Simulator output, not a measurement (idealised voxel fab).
voxel self aligned contacts: a process module
Cross-section cut spans 210 nm and uses square cells 5 nm in size.
Reading order for cross-sections: top band down to bottom band. Underlying form: a grid of square cells. Band size: one or more rows of cells. Top, bottom (nm), then materials left to right with widths (nm); lone material tagged "full width" fills the whole band edge to edge; "blank" = empty space. Zero point of the height axis is 0; under it, received wafer = one material. Lowest band: continues down indefinitely, "0 and below". The notation "30 to 40" denotes a width that varies across the rows of cells in the band, beginning at the first number in the top row, finishing at the second number in the bottom row, and changing by an identical amount from each row to the next. Where the words "nothing was modified" appear for a step, the cross-section shows no cell changed by that step; every cell remained as before. If an empty space has no open way to the top and is at least 8 cells in size, "Closed internal voids" lists it, written width x height at distance, where distance is measured from the left edge and every value is in nm. On a step's line, text after the settings is the simulator commenting on that step. The "overlay nm" setting may appear on a step's line; for a step that uses a mask, it gives how far to the right of its planned position the mask lay, and a negative value indicates the left.
STEPS PLANNED FOR THE PROCESS
- 1: op RECEIVE | material Si
- 2: op OXIDIZE | depth nm 5
- 3: op DIRECTIONAL_DEP | material polySi | thk nm 30
- 4: op DIRECTIONAL_DEP | material SiN | thk nm 15
- 5: op DIRECTIONAL_DEP | material aC | thk nm 10
- 6: op PATTERN | tone cover | mask id GATE | material resist | width nm 25 | pitch nm 55 | thk nm 25 | overlay nm 0
- 7: op DIRECTIONAL_ETCH | etch materials aC | depth nm 10
- 8: op STRIP | etch materials resist
- 9: op DIRECTIONAL_ETCH | etch materials SiN | depth nm 15
- 10: op DIRECTIONAL_ETCH | etch materials polySi | depth nm 30
- 11: op STRIP | etch materials aC
- 12: op CONFORMAL_DEP | material SiN | thk nm 5
- 13: op DIRECTIONAL_ETCH | etch materials SiN | depth nm 5
- 14: op FILL_DEP | material SiO2 | thk nm 15
- 15: op CMP | height nm 55
- 16: op PATTERN | tone open | mask id CONTACT | material resist | width nm 40 | pitch nm 55 | thk nm 20 | overlay nm 0
- 17: op DIRECTIONAL_ETCH | etch materials SiO2 | depth nm 60
- 18: op STRIP | etch materials resist
- 19: op CONFORMAL_DEP | material TiN | thk nm 5
- 20: op FILL_DEP | material Ru | thk nm 10
- 21: op CMP | height nm 55
- 22: op CONFORMAL_DEP | material SiN | thk nm 5
WAFER AT RECEIPT (POST STEP 1), CROSS-SECTION
- 0 and below  Si full width
- Closed internal voids: none
CROSS-SECTIONAL VIEW OF THE FIRST OF THE TWO WAFERS UPON COMPLETION OF THE MODULE, PROCESSED IN ACCORDANCE WITH THE PLAN
- 60 down to 55  SiN full width
- 55 down to 45  SiO2 (55), TiN (5 to 15), Ru (30 to 10), TiN (5 to 15), SiO2 (15), TiN (5 to 15), Ru (30 to 10), TiN (5 to 15), SiO2 (60)
- 45 down to 30  SiO2 (30), SiN (35), TiN (5), Ru (10), TiN (5), SiN (35), TiN (5), Ru (10), TiN (5), SiN (35), SiO2 (35)
- 30 down to 0  SiO2 (30), SiN (5), polySi (25), SiN (5), TiN (5), Ru (10), TiN (5), SiN (5), polySi (25), SiN (5), TiN (5), Ru (10), TiN (5), SiN (5), polySi (25), SiN (5), SiO2 (35)
- 0 down to -5  SiO2 (65), TiN (20), SiO2 (35), TiN (20), SiO2 (70)
- -5 and below  Si full width
- Closed internal voids: none
HERE'S THE SECOND OF OUR TWO WAFERS SECTIONED AT MODULE END. SAME START AS THE FIRST, SAME PLAN, BUT ONE MISTAKE GOT MADE RUNNING IT
- 60 down to 55  SiN full width
- 55 down to 45  SiO2 (55), TiN (5 to 15), Ru (30 to 10), TiN (5 to 15), SiO2 (15), TiN (5 to 15), Ru (30 to 10), TiN (5 to 15), SiO2 (60)
- 45 down to 30  SiO2 (30), SiN (35), TiN (5), Ru (10), TiN (5), SiN (35), TiN (5), Ru (10), TiN (5), SiN (35), SiO2 (35)
- 30 down to 25  SiO2 (65), TiN (20), SiO2 (35), TiN (20), SiO2 (70)
- 25 down to 0  polySi full width
- 0 and below  Si full width
- Closed internal voids: none
What went wrong in running the wafer? order of steps 2 and 3 inverted relative to the plan
Looking at both finished wafers in cells, the second ends up ahead of or behind the first on some materials: Ru -24, Si +42, SiN -36, SiO2 -78, TiN -24, polySi +120
